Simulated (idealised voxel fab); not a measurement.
Process module heading - voxel gate over fins
Displayed cross-section: cut, width of 265 nm, square cells sized 5 nm.
We lay out every cross-section as a grid of square cells and spell it out in bands from the top down, where one band means one or more rows of cells. A band entry consists of two parts. The first gives the height of the band's top and the height of its bottom, in nm. The rest lists the band's materials from left to right, each with its width in nm. A single material labelled with the word "everywhere" fills the band from edge to edge, and the word "air" marks empty space. Counting heights begins at 0, where everything beneath is, in the wafer as received, one material. The lowest band has no bottom; it goes on downwards, as "top 0, no bottom" shows. When a width is written as two numbers, as in "30 to 40", the first number is the width in the top row of cells of the band and the second is the width in its bottom row, and the width changes by the same amount from each row to the next. Step note "no modifications" = no cross-section cell changed. Listed in "Catalogued sealed voids": every empty space of 8 or more cells without an open way to the top. Form: width x height at distance, the distance being from the left edge, all in nm. What comes after the settings on a step's line is commentary from the simulator itself on that step. overlay nm: step with mask; distance mask lay right of planned place; negative value = left of planned place. Structure of the following material. The material consists of pairs of cross-sections. Each pair comprises the cross-section before one process step and the cross-section after that step, the latter shown only down to the lowest band that changed. The step between the cross-sections is specified beneath each pair, including its settings. Pairs are not necessarily consecutive: they may derive from different runs of this module performed on the same starting wafer. Continuity with the pair above is to be assumed only where the entry headed "before" of the pair in question states it.

-- before
  top 0, no bottom: Si everywhere
  Catalogued sealed voids: none

-- Resulting Structure
  top 5, bottom 0: SiN everywhere
  Below 0 it's all the same as before, nothing changed down there.
  Catalogued sealed voids: none
Between the two cross-sections shown above lies op CONFORMAL_DEP | material SiN | thk nm 5

before: this step begins from the cross-section that the pair just above shows after its step.

-- Resulting Structure
  top 5, bottom 0: air=90; SiN=15; air=20; SiN=15; air=20; SiN=15; air=90
  Below 0 it's all the same as before, nothing changed down there.
  Catalogued sealed voids: none
Between the two cross-sections shown above lies op MASKED_ETCH | tone cover | mask id FINS | width nm 15 | pitch nm 35 | etch materials SiN | depth nm 5 | overlay nm 0

before: this step begins from the cross-section that the pair just above shows after its step.

-- Resulting Structure
  top 5, bottom 0: air=90; SiN=15; air=20; SiN=15; air=20; SiN=15; air=90
  top 0, bottom -30: air=90; Si=15; air=20; Si=15; air=20; Si=15; air=90
  Below -30 it's all the same as before, nothing changed down there.
  Catalogued sealed voids: none
Between the two cross-sections shown above lies op MASKED_ETCH | tone cover | mask id FINS | width nm 15 | pitch nm 35 | etch materials Si | depth nm 30 | overlay nm 0

before: this step begins from the cross-section that the pair just above shows after its step.

-- Resulting Structure
  top 15, bottom 5: SiO2 everywhere
  top 5, bottom 0: SiO2=90; SiN=15; SiO2=20; SiN=15; SiO2=20; SiN=15; SiO2=90
  top 0, bottom -30: SiO2=90; Si=15; SiO2=20; Si=15; SiO2=20; Si=15; SiO2=90
  Below -30 it's all the same as before, nothing changed down there.
  Catalogued sealed voids: none
Between the two cross-sections shown above lies op FILL_DEP | material SiO2 | thk nm 10

before: this step begins from the cross-section that the pair just above shows after its step.

-- Resulting Structure
  top 5, bottom 0: SiO2=90; SiN=15; SiO2=20; SiN=15; SiO2=20; SiN=15; SiO2=90
  Below 0 it's all the same as before, nothing changed down there.
  Catalogued sealed voids: none
Between the two cross-sections shown above lies op CMP | height nm 5

before: this step begins from the cross-section that the pair just above shows after its step.

-- Resulting Structure
  top 5, bottom 0: air=90; SiN=15; air=20; SiN=15; air=20; SiN=15; air=90
  top 0, bottom -10: air=90; Si=15; air=20; Si=15; air=20; Si=15; air=90
  Below -10 it's all the same as before, nothing changed down there.
  Catalogued sealed voids: none
Between the two cross-sections shown above lies op SELECTIVE_ETCH | etch materials SiO2 | depth nm 15

before: this step begins from the cross-section that the pair just above shows after its step.

-- Resulting Structure
  top 0, bottom -10: air=90; Si=15; air=20; Si=15; air=20; Si=15; air=90
  Below -10 it's all the same as before, nothing changed down there.
  Catalogued sealed voids: none
Between the two cross-sections shown above lies op STRIP | etch materials SiN

before: this step begins from the cross-section that the pair just above shows after its step.

-- Resulting Structure
  top 5, bottom 0: air=85; HfO2=25; air=10; HfO2=25; air=10; HfO2=25; air=85
  top 0, bottom -5: air=85; HfO2=5; Si=15; HfO2=5; air=10; HfO2=5; Si=15; HfO2=5; air=10; HfO2=5; Si=15; HfO2=5; air=85
  top -5, bottom -10: HfO2=90; Si=15; HfO2=20; Si=15; HfO2=20; Si=15; HfO2=90
  Below -10 it's all the same as before, nothing changed down there.
  Catalogued sealed voids: none
Between the two cross-sections shown above lies op CONFORMAL_DEP | material HfO2 | thk nm 5

before: this step begins from the cross-section that the pair just above shows after its step.

-- Resulting Structure
  top 10, bottom 5: air=80; TiN=105; air=80
  top 5, bottom 0: air=80; TiN=5; HfO2=25; TiN=10; HfO2=25; TiN=10; HfO2=25; TiN=5; air=80
  top 0, bottom -5: TiN=85; HfO2=5; Si=15; HfO2=5; TiN=10; HfO2=5; Si=15; HfO2=5; TiN=10; HfO2=5; Si=15; HfO2=5; TiN=85
  Below -5 it's all the same as before, nothing changed down there.
  Catalogued sealed voids: none
Between the two cross-sections shown above lies op CONFORMAL_DEP | material TiN | thk nm 5

before: this step begins from the cross-section that the pair just above shows after its step.

-- Resulting Structure
  top 25, bottom 10: W everywhere
  top 10, bottom 5: W=80; TiN=105; W=80
  top 5, bottom 0: W=80; TiN=5; HfO2=25; TiN=10; HfO2=25; TiN=10; HfO2=25; TiN=5; W=80
  Below 0 it's all the same as before, nothing changed down there.
  Catalogued sealed voids: none
Between the two cross-sections shown above lies op FILL_DEP | material W | thk nm 15

before: this step begins from the cross-section that the pair just above shows after its step.

-- Resulting Structure
  top 20, bottom 10: W everywhere
  Below 10 it's all the same as before, nothing changed down there.
  Catalogued sealed voids: none
Between the two cross-sections shown above lies op CMP | height nm 20

before: this step begins from the cross-section that the pair just above shows after its step.

-- Resulting Structure
  top 25, bottom 20: SiCN everywhere
  Below 20 it's all the same as before, nothing changed down there.
  Catalogued sealed voids: none
Between the two cross-sections shown above lies op CONFORMAL_DEP | material SiCN | thk nm 5

-- before
  top 0, bottom -10: air=90; Si=15; air=20; Si=15; air=20; Si=15; air=90
  top -10, bottom -30: SiO2=90; Si=15; SiO2=20; Si=15; SiO2=20; Si=15; SiO2=90
  top -30, no bottom: Si everywhere
  Catalogued sealed voids: none

-- Resulting Structure
  top 5, bottom 0: air=85; TiN=25; air=10; TiN=25; air=10; TiN=25; air=85
  top 0, bottom -5: air=85; TiN=5; Si=15; TiN=5; air=10; TiN=5; Si=15; TiN=5; air=10; TiN=5; Si=15; TiN=5; air=85
  top -5, bottom -10: TiN=90; Si=15; TiN=20; Si=15; TiN=20; Si=15; TiN=90
  Below -10 it's all the same as before, nothing changed down there.
  Catalogued sealed voids: none
Between the two cross-sections shown above lies op CONFORMAL_DEP | material TiN | thk nm 5

before: this step begins from the cross-section that the pair just above shows after its step.

-- Resulting Structure
  top 20, bottom 5: W everywhere
  top 5, bottom 0: W=85; TiN=25; W=10; TiN=25; W=10; TiN=25; W=85
  top 0, bottom -5: W=85; TiN=5; Si=15; TiN=5; W=10; TiN=5; Si=15; TiN=5; W=10; TiN=5; Si=15; TiN=5; W=85
  Below -5 it's all the same as before, nothing changed down there.
  Catalogued sealed voids: none
Between the two cross-sections shown above lies op FILL_DEP | material W | thk nm 15

before: this step begins from the cross-section that the pair just above shows after its step.

-- Resulting Structure
  top 25, bottom 20: SiCN everywhere
  Below 20 it's all the same as before, nothing changed down there.
  Catalogued sealed voids: none
Between the two cross-sections shown above lies op CONFORMAL_DEP | material SiCN | thk nm 5

-- before
  top 5, bottom 0: air=90; SiN=15; air=20; SiN=15; air=20; SiN=15; air=90
  top 0, bottom -30: air=90; Si=15; air=20; Si=15; air=20; Si=15; air=90
  top -30, no bottom: Si everywhere
  Catalogued sealed voids: none

-- Resulting Structure
  top 5, bottom 0: air=90; SiN=15; air=20; SiN=15; air=20; SiN=15; air=90
  top 0, bottom -60: air=90; Si=15; air=20; Si=15; air=20; Si=15; air=90
  Below -60 it's all the same as before, nothing changed down there.
  Catalogued sealed voids: none
Between the two cross-sections shown above lies op MASKED_ETCH | tone cover | mask id FINS | width nm 15 | pitch nm 35 | etch materials Si | depth nm 30 | overlay nm 0

before: this step begins from the cross-section that the pair just above shows after its step.

-- Resulting Structure
  top 15, bottom 5: SiO2 everywhere
  top 5, bottom 0: SiO2=90; SiN=15; SiO2=20; SiN=15; SiO2=20; SiN=15; SiO2=90
  top 0, bottom -60: SiO2=90; Si=15; SiO2=20; Si=15; SiO2=20; Si=15; SiO2=90
  Below -60 it's all the same as before, nothing changed down there.
  Catalogued sealed voids: none
Between the two cross-sections shown above lies op FILL_DEP | material SiO2 | thk nm 10

before: this step begins from the cross-section that the pair just above shows after its step.

-- Resulting Structure
  top 5, bottom 0: SiO2=90; SiN=15; SiO2=20; SiN=15; SiO2=20; SiN=15; SiO2=90
  Below 0 it's all the same as before, nothing changed down there.
  Catalogued sealed voids: none
Between the two cross-sections shown above lies op CMP | height nm 5

before: this step begins from the cross-section that the pair just above shows after its step.

-- Resulting Structure
  top 5, bottom 0: air=90; SiN=15; air=20; SiN=15; air=20; SiN=15; air=90
  top 0, bottom -10: air=90; Si=15; air=20; Si=15; air=20; Si=15; air=90
  Below -10 it's all the same as before, nothing changed down there.
  Catalogued sealed voids: none
Between the two cross-sections shown above lies op SELECTIVE_ETCH | etch materials SiO2 | depth nm 15

before: this step begins from the cross-section that the pair just above shows after its step.

-- Resulting Structure
  top 0, bottom -10: air=90; Si=15; air=20; Si=15; air=20; Si=15; air=90
  Below -10 it's all the same as before, nothing changed down there.
  Catalogued sealed voids: none
Between the two cross-sections shown above lies op STRIP | etch materials SiN

before: this step begins from the cross-section that the pair just above shows after its step.

-- Resulting Structure
  top 5, bottom 0: air=85; HfO2=25; air=10; HfO2=25; air=10; HfO2=25; air=85
  top 0, bottom -5: air=85; HfO2=5; Si=15; HfO2=5; air=10; HfO2=5; Si=15; HfO2=5; air=10; HfO2=5; Si=15; HfO2=5; air=85
  top -5, bottom -10: HfO2=90; Si=15; HfO2=20; Si=15; HfO2=20; Si=15; HfO2=90
  Below -10 it's all the same as before, nothing changed down there.
  Catalogued sealed voids: none
Between the two cross-sections shown above lies op CONFORMAL_DEP | material HfO2 | thk nm 5

before: this step begins from the cross-section that the pair just above shows after its step.

-- Resulting Structure
  top 10, bottom 5: air=80; TiN=105; air=80
  top 5, bottom 0: air=80; TiN=5; HfO2=25; TiN=10; HfO2=25; TiN=10; HfO2=25; TiN=5; air=80
  top 0, bottom -5: TiN=85; HfO2=5; Si=15; HfO2=5; TiN=10; HfO2=5; Si=15; HfO2=5; TiN=10; HfO2=5; Si=15; HfO2=5; TiN=85
  Below -5 it's all the same as before, nothing changed down there.
  Catalogued sealed voids: none
Between the two cross-sections shown above lies op CONFORMAL_DEP | material TiN | thk nm 5

before: this step begins from the cross-section that the pair just above shows after its step.

-- Resulting Structure
  top 25, bottom 10: W everywhere
  top 10, bottom 5: W=80; TiN=105; W=80
  top 5, bottom 0: W=80; TiN=5; HfO2=25; TiN=10; HfO2=25; TiN=10; HfO2=25; TiN=5; W=80
  Below 0 it's all the same as before, nothing changed down there.
  Catalogued sealed voids: none
Between the two cross-sections shown above lies op FILL_DEP | material W | thk nm 15

before: this step begins from the cross-section that the pair just above shows after its step.

-- Resulting Structure
  top 20, bottom 10: W everywhere
  Below 10 it's all the same as before, nothing changed down there.
  Catalogued sealed voids: none
Between the two cross-sections shown above lies op CMP | height nm 20

before: this step begins from the cross-section that the pair just above shows after its step.

-- Resulting Structure
  top 25, bottom 20: SiCN everywhere
  Below 20 it's all the same as before, nothing changed down there.
  Catalogued sealed voids: none
Between the two cross-sections shown above lies op CONFORMAL_DEP | material SiCN | thk nm 5

-- before
  top 5, bottom 0: SiO2=90; SiN=15; SiO2=20; SiN=15; SiO2=20; SiN=15; SiO2=90
  top 0, bottom -30: SiO2=90; Si=15; SiO2=20; Si=15; SiO2=20; Si=15; SiO2=90
  top -30, no bottom: Si everywhere
  Catalogued sealed voids: none

-- Resulting Structure
  top 5, bottom 0: SiO2=90; air=15; SiO2=20; air=15; SiO2=20; air=15; SiO2=90
  Below 0 it's all the same as before, nothing changed down there.
  Catalogued sealed voids: none
Between the two cross-sections shown above lies op STRIP | etch materials SiN

before: this step begins from the cross-section that the pair just above shows after its step.

-- Resulting Structure
  top 0, bottom -10: air=90; Si=15; air=20; Si=15; air=20; Si=15; air=90
  top -10, bottom -15: SiO2=75; air=15; Si=15; air=20; Si=15; air=20; Si=15; air=15; SiO2=75
  Below -15 it's all the same as before, nothing changed down there.
  Catalogued sealed voids: none
Between the two cross-sections shown above lies op SELECTIVE_ETCH | etch materials SiO2 | depth nm 15

before: this step begins from the cross-section that the pair just above shows after its step.

-- Resulting Structure
  top 5, bottom 0: air=85; HfO2=25; air=10; HfO2=25; air=10; HfO2=25; air=85
  top 0, bottom -5: air=85; HfO2=5; Si=15; HfO2=5; air=10; HfO2=5; Si=15; HfO2=5; air=10; HfO2=5; Si=15; HfO2=5; air=85
  top -5, bottom -10: HfO2=80; air=5; HfO2=5; Si=15; HfO2=5; air=10; HfO2=5; Si=15; HfO2=5; air=10; HfO2=5; Si=15; HfO2=5; air=5; HfO2=80
  top -10, bottom -15: SiO2=75; HfO2=15; Si=15; HfO2=20; Si=15; HfO2=20; Si=15; HfO2=15; SiO2=75
  Below -15 it's all the same as before, nothing changed down there.
  Catalogued sealed voids: none
Between the two cross-sections shown above lies op CONFORMAL_DEP | material HfO2 | thk nm 5

before: this step begins from the cross-section that the pair just above shows after its step.

-- Resulting Structure
  top 10, bottom 5: air=80; TiN=105; air=80
  top 5, bottom 0: air=80; TiN=5; HfO2=25; TiN=10; HfO2=25; TiN=10; HfO2=25; TiN=5; air=80
  top 0, bottom -5: TiN=85; HfO2=5; Si=15; HfO2=5; TiN=10; HfO2=5; Si=15; HfO2=5; TiN=10; HfO2=5; Si=15; HfO2=5; TiN=85
  top -5, bottom -10: HfO2=80; TiN=5; HfO2=5; Si=15; HfO2=5; TiN=10; HfO2=5; Si=15; HfO2=5; TiN=10; HfO2=5; Si=15; HfO2=5; TiN=5; HfO2=80
  Below -10 it's all the same as before, nothing changed down there.
  Catalogued sealed voids: none
Between the two cross-sections shown above lies op CONFORMAL_DEP | material TiN | thk nm 5

before: this step begins from the cross-section that the pair just above shows after its step.

-- Resulting Structure
  top 25, bottom 10: W everywhere
  top 10, bottom 5: W=80; TiN=105; W=80
  top 5, bottom 0: W=80; TiN=5; HfO2=25; TiN=10; HfO2=25; TiN=10; HfO2=25; TiN=5; W=80
  Below 0 it's all the same as before, nothing changed down there.
  Catalogued sealed voids: none
Between the two cross-sections shown above lies op FILL_DEP | material W | thk nm 15

before: this step begins from the cross-section that the pair just above shows after its step.

-- Resulting Structure
  top 20, bottom 10: W everywhere
  Below 10 it's all the same as before, nothing changed down there.
  Catalogued sealed voids: none
Between the two cross-sections shown above lies op CMP | height nm 20

before: this step begins from the cross-section that the pair just above shows after its step.

-- Resulting Structure
  top 25, bottom 20: SiCN everywhere
  Below 20 it's all the same as before, nothing changed down there.
  Catalogued sealed voids: none
Between the two cross-sections shown above lies op CONFORMAL_DEP | material SiCN | thk nm 5

-- before
  top 0, bottom -10: air=90; Si=15; air=20; Si=15; air=20; Si=15; air=90
  top -10, bottom -30: SiO2=90; Si=15; SiO2=20; Si=15; SiO2=20; Si=15; SiO2=90
  top -30, no bottom: Si everywhere
  Catalogued sealed voids: none

-- Resulting Structure
  top 15, bottom 5: air=75; HfO2=115; air=75
  top 5, bottom 0: HfO2 everywhere
  top 0, bottom -10: HfO2=90; Si=15; HfO2=20; Si=15; HfO2=20; Si=15; HfO2=90
  Below -10 it's all the same as before, nothing changed down there.
  Catalogued sealed voids: none
Between the two cross-sections shown above lies op CONFORMAL_DEP | material HfO2 | thk nm 15

before: this step begins from the cross-section that the pair just above shows after its step.

-- Resulting Structure
  top 20, bottom 15: air=70; TiN=125; air=70
  top 15, bottom 10: air=70; TiN=5; HfO2=115; TiN=5; air=70
  top 10, bottom 5: TiN=75; HfO2=115; TiN=75
  Below 5 it's all the same as before, nothing changed down there.
  Catalogued sealed voids: none
Between the two cross-sections shown above lies op CONFORMAL_DEP | material TiN | thk nm 5

before: this step begins from the cross-section that the pair just above shows after its step.

-- Resulting Structure
  top 35, bottom 20: W everywhere
  top 20, bottom 15: W=70; TiN=125; W=70
  top 15, bottom 10: W=70; TiN=5; HfO2=115; TiN=5; W=70
  Below 10 it's all the same as before, nothing changed down there.
  Catalogued sealed voids: none
Between the two cross-sections shown above lies op FILL_DEP | material W | thk nm 15

before: this step begins from the cross-section that the pair just above shows after its step.

-- Resulting Structure
  top 20, bottom 15: W=70; TiN=125; W=70
  Below 15 it's all the same as before, nothing changed down there.
  Catalogued sealed voids: none
Between the two cross-sections shown above lies op CMP | height nm 20

before: this step begins from the cross-section that the pair just above shows after its step.

-- Resulting Structure
  top 25, bottom 20: SiCN everywhere
  Below 20 it's all the same as before, nothing changed down there.
  Catalogued sealed voids: none
Between the two cross-sections shown above lies op CONFORMAL_DEP | material SiCN | thk nm 5

-- before
  top 0, bottom -10: air=90; Si=15; air=20; Si=15; air=20; Si=15; air=90
  top -10, bottom -30: SiO2=90; Si=15; SiO2=20; Si=15; SiO2=20; Si=15; SiO2=90
  top -30, no bottom: Si everywhere
  Catalogued sealed voids: none

-- Resulting Structure
  top 5, bottom 0: air=85; SiN=25; air=10; SiN=25; air=10; SiN=25; air=85
  top 0, bottom -5: air=85; SiN=5; Si=15; SiN=5; air=10; SiN=5; Si=15; SiN=5; air=10; SiN=5; Si=15; SiN=5; air=85
  top -5, bottom -10: SiN=90; Si=15; SiN=20; Si=15; SiN=20; Si=15; SiN=90
  Below -10 it's all the same as before, nothing changed down there.
  Catalogued sealed voids: none
Between the two cross-sections shown above lies op CONFORMAL_DEP | material SiN | thk nm 5

before: this step begins from the cross-section that the pair just above shows after its step.

-- Resulting Structure
  top 10, bottom 5: air=80; TiN=105; air=80
  top 5, bottom 0: air=80; TiN=5; SiN=25; TiN=10; SiN=25; TiN=10; SiN=25; TiN=5; air=80
  top 0, bottom -5: TiN=85; SiN=5; Si=15; SiN=5; TiN=10; SiN=5; Si=15; SiN=5; TiN=10; SiN=5; Si=15; SiN=5; TiN=85
  Below -5 it's all the same as before, nothing changed down there.
  Catalogued sealed voids: none
Between the two cross-sections shown above lies op CONFORMAL_DEP | material TiN | thk nm 5

before: this step begins from the cross-section that the pair just above shows after its step.

-- Resulting Structure
  top 25, bottom 10: W everywhere
  top 10, bottom 5: W=80; TiN=105; W=80
  top 5, bottom 0: W=80; TiN=5; SiN=25; TiN=10; SiN=25; TiN=10; SiN=25; TiN=5; W=80
  Below 0 it's all the same as before, nothing changed down there.
  Catalogued sealed voids: none
Between the two cross-sections shown above lies op FILL_DEP | material W | thk nm 15

before: this step begins from the cross-section that the pair just above shows after its step.

-- Resulting Structure
  top 20, bottom 10: W everywhere
  Below 10 it's all the same as before, nothing changed down there.
  Catalogued sealed voids: none
Between the two cross-sections shown above lies op CMP | height nm 20

before: this step begins from the cross-section that the pair just above shows after its step.

-- Resulting Structure
  top 25, bottom 20: SiCN everywhere
  Below 20 it's all the same as before, nothing changed down there.
  Catalogued sealed voids: none
Between the two cross-sections shown above lies op CONFORMAL_DEP | material SiCN | thk nm 5
